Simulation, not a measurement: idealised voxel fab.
process module | voxel capacitor over wiring
cross-section cut | 250 nm wide | cells 5 nm
A cross-section is a grid of square cells, given in bands from the top down. A band is one or more rows of cells.
Each band's line starts with the height of the band's top and of its bottom, in nm. Then come its materials from left to right, each with its width in nm. One material with "throughout" fills the band from edge to edge. "air" is empty space.
Height 0 is the level under which the wafer as received is all one material. The lowest band goes on downwards, as in "0 down".
A width such as "30 to 40" changes by the same amount from each row of cells to the next, from the band's top row to its bottom row.
"no change" after a step means that no cell of the cross-section changed.
closed voids: empty space of 8 cells or more with no open way to the top, each as width x height at its distance from the left edge, in nm
after a step's settings: what the simulator itself notes on the step
overlay nm, on a step with a mask: how far to the right of its planned place the mask lay; to the left if negative
plan
1 op RECEIVE | material Si
2 op CONFORMAL_DEP | material SiO2 | thk nm 15
3 op DIRECTIONAL_DEP | material TiN | thk nm 5
4 op DIRECTIONAL_DEP | material W | thk nm 20
5 op PATTERN | tone cover | mask id METAL_1 | material resist | width nm 30 | pitch nm 100 | thk nm 15 | overlay nm 0
6 op DIRECTIONAL_ETCH | etch materials W | depth nm 20
7 op DIRECTIONAL_ETCH | etch materials TiN | depth nm 5
8 op STRIP | etch materials resist
9 op FILL_DEP | material SiO2 | thk nm 5
10 op CMP | height nm 40
11 op CONFORMAL_DEP | material SiCN | thk nm 5
12 op DIRECTIONAL_DEP | material SiO2 | thk nm 20
13 op PATTERN | tone open | mask id PLUG_1 | material resist | width nm 15 | thk nm 15 | overlay nm 0
14 op DIRECTIONAL_ETCH | etch materials SiO2 | depth nm 20
15 op DIRECTIONAL_ETCH | etch materials SiCN | depth nm 5
16 op STRIP | etch materials resist
17 op EPI | material Ru | thk nm 10
18 op EPI | material Ru | thk nm 10
19 op EPI | material Ru | thk nm 5
20 op DIRECTIONAL_DEP | material TiN | thk nm 10
21 op DIRECTIONAL_DEP | material HfO2 | thk nm 5
22 op DIRECTIONAL_DEP | material TiN | thk nm 10
23 op DIRECTIONAL_DEP | material aC | thk nm 15
24 op PATTERN | tone cover | mask id UPPER_PLATE | material resist | width nm 75 | thk nm 35 | overlay nm 0
25 op DIRECTIONAL_ETCH | etch materials aC | depth nm 15
26 op STRIP | etch materials resist
27 op DIRECTIONAL_ETCH | etch materials TiN | depth nm 10
28 op DIRECTIONAL_ETCH | etch materials HfO2 | depth nm 5
29 op STRIP | etch materials aC
30 op DIRECTIONAL_DEP | material aC | thk nm 15
31 op PATTERN | tone cover | mask id LOWER_PLATE | material resist | width nm 85 | thk nm 35 | overlay nm 0
32 op DIRECTIONAL_ETCH | etch materials aC | depth nm 15
33 op STRIP | etch materials resist
34 op DIRECTIONAL_ETCH | etch materials TiN | depth nm 10
35 op STRIP | etch materials aC
36 op FILL_DEP | material SiO2 | thk nm 15
37 op CMP | height nm 100
38 op DIRECTIONAL_DEP | material aC | thk nm 15
39 op PATTERN | tone open | mask id PLUG_2 | material resist | width nm 15 | thk nm 30 | overlay nm 0
40 op DIRECTIONAL_ETCH | etch materials aC | depth nm 15
41 op STRIP | etch materials resist
42 op DIRECTIONAL_ETCH | etch materials SiO2 | depth nm 10
43 op STRIP | etch materials aC
44 op CONFORMAL_DEP | material TiN | thk nm 5
45 op FILL_DEP | material W | thk nm 5
46 op CMP | height nm 100
47 op CONFORMAL_DEP | material SiCN | thk nm 5
as received, after step 1
  0 down: Si throughout
  closed voids: none
first wafer at the end, as planned
  105 to 100: SiCN throughout
  100 to 95: SiO2 85 | TiN 5 | W 5 | TiN 5 | SiO2 150
  95 to 90: SiO2 85 | TiN 15 | SiO2 150
  90 to 80: SiO2 75 | TiN 75 | SiO2 100
  80 to 75: SiO2 75 | HfO2 75 | SiO2 100
  75 to 65: SiO2 70 | TiN 85 | SiO2 95
  65 to 45: SiO2 75 | Ru 15 | SiO2 160
  45 to 40: SiCN 75 | Ru 15 | SiCN 160
  40 to 20: SiO2 60 | W 30 | SiO2 70 | W 30 | SiO2 60
  20 to 15: SiO2 60 | TiN 30 | SiO2 70 | TiN 30 | SiO2 60
  15 to 0: SiO2 throughout
  0 down: Si throughout
  closed voids: none
second wafer at the end: like start, like plan, one mistake
  105 to 100: SiCN throughout
  100 to 95: SiO2 85 | TiN 5 | W 5 | TiN 5 | SiO2 150
  95 to 90: SiO2 85 | TiN 15 | SiO2 150
  90 to 85: SiO2 throughout
  85 to 75: SiO2 75 | TiN 75 | SiO2 100
  75 to 65: SiO2 70 | TiN 85 | SiO2 95
  65 to 45: SiO2 75 | Ru 15 | SiO2 160
  45 to 40: SiCN 75 | Ru 15 | SiCN 160
  40 to 20: SiO2 60 | W 30 | SiO2 70 | W 30 | SiO2 60
  20 to 15: SiO2 60 | TiN 30 | SiO2 70 | TiN 30 | SiO2 60
  15 to 0: SiO2 throughout
  0 down: Si throughout
  closed voids: none
what went wrong: step 21 was left out
at the end the second wafer has, in cells: 15 fewer of HfO2 | 15 more of SiO2
